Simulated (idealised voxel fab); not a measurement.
The document below concerns the process module designated voxel trench capacitor.
For reference, the cross-section in this document is cut, with width 260 nm and square cells of 5 nm.
Notation: cross-section as square-cell grid; stated in bands, top first, going down; one or more cell rows per band.
This entry defines a band. It first specifies the height of the band's top and the height of its bottom in nm, and then specifies the band's materials from left to right, stating each material with its width in nm. The word "all across" identifies a single material that fills the band from edge to edge, while the word "blank" identifies empty space.
Where do heights start? At 0: under that level the wafer as delivered is made of one material only. And the lowest band has no floor; it just carries on downward, as in "0 nm and below".
You'd read "30 to 40" like this: the band's top row of cells is as wide as the first number, its bottom row is as wide as the second, and going down, every row changes width by the same amount as the row before did.
"nothing altered" means the step left every cell of the cross-section as it was.
This entry, "Closed cavities", enumerates those empty regions of no fewer than 8 cells that possess no open connection to the top. Each region is reported in the form width x height at distance, the distance being taken from the left edge, with all three quantities expressed in nm.
That trailing text on a step's line, after the settings, is the simulator's own remark on the step.
Among the settings permitted on a step's line is "overlay nm"; applied to a step with a mask, it specifies the extent to which the mask lay to the right of its planned position, whereas a negative figure signifies a position to the left.
So here's the lineup of process steps we planned
1,RECEIVE with material Si
2,CONFORMAL_DEP with material SiN, thk nm 10
3,DIRECTIONAL_DEP with material aC, thk nm 15
4,PATTERN with tone open, mask id TRENCH, material resist, width nm 30, pitch nm 60, thk nm 35, overlay nm 0
5,DIRECTIONAL_ETCH with etch materials aC, depth nm 15
6,STRIP with etch materials resist
7,DIRECTIONAL_ETCH with etch materials SiN, depth nm 10
8,DIRECTIONAL_ETCH with etch materials Si, depth nm 40
9,STRIP with etch materials aC
10,CONFORMAL_DEP with material HfO2, thk nm 5
11,CONFORMAL_DEP with material TiN, thk nm 5
12,FILL_DEP with material W, thk nm 10
13,CMP with height nm 10
as received, after step 1
    0 nm and below = Si all across
    Closed cavities: none
Wafer at module end, in section. Began as above, planned as above, run with one mistake
    30 nm to 20 nm = W all across
    20 nm to 15 nm = 35 nm TiN; 10 nm W; 50 nm TiN; 10 nm W; 50 nm TiN; 10 nm W; 50 nm TiN; 10 nm W; 35 nm TiN
    15 nm to 10 nm = 30 nm HfO2; 5 nm TiN; 10 nm W; 5 nm TiN; 40 nm HfO2; 5 nm TiN; 10 nm W; 5 nm TiN; 40 nm HfO2; 5 nm TiN; 10 nm W; 5 nm TiN; 40 nm HfO2; 5 nm TiN; 10 nm W; 5 nm TiN; 30 nm HfO2
    10 nm to 0 nm = 25 nm SiN; 5 nm HfO2; 5 nm TiN; 10 nm W; 5 nm TiN; 5 nm HfO2; 30 nm SiN; 5 nm HfO2; 5 nm TiN; 10 nm W; 5 nm TiN; 5 nm HfO2; 30 nm SiN; 5 nm HfO2; 5 nm TiN; 10 nm W; 5 nm TiN; 5 nm HfO2; 30 nm SiN; 5 nm HfO2; 5 nm TiN; 10 nm W; 5 nm TiN; 5 nm HfO2; 25 nm SiN
    0 nm to -30 nm = 25 nm Si; 5 nm HfO2; 5 nm TiN; 10 nm W; 5 nm TiN; 5 nm HfO2; 30 nm Si; 5 nm HfO2; 5 nm TiN; 10 nm W; 5 nm TiN; 5 nm HfO2; 30 nm Si; 5 nm HfO2; 5 nm TiN; 10 nm W; 5 nm TiN; 5 nm HfO2; 30 nm Si; 5 nm HfO2; 5 nm TiN; 10 nm W; 5 nm TiN; 5 nm HfO2; 25 nm Si
    -30 nm to -35 nm = 25 nm Si; 5 nm HfO2; 20 nm TiN; 5 nm HfO2; 30 nm Si; 5 nm HfO2; 20 nm TiN; 5 nm HfO2; 30 nm Si; 5 nm HfO2; 20 nm TiN; 5 nm HfO2; 30 nm Si; 5 nm HfO2; 20 nm TiN; 5 nm HfO2; 25 nm Si
    -35 nm to -40 nm = 25 nm Si; 30 nm HfO2; 30 nm Si; 30 nm HfO2; 30 nm Si; 30 nm HfO2; 30 nm Si; 30 nm HfO2; 25 nm Si
    -40 nm and below = Si all across
    Closed cavities: none
What broke from the plan during processing? step 13 of the plan was jumped over and never run
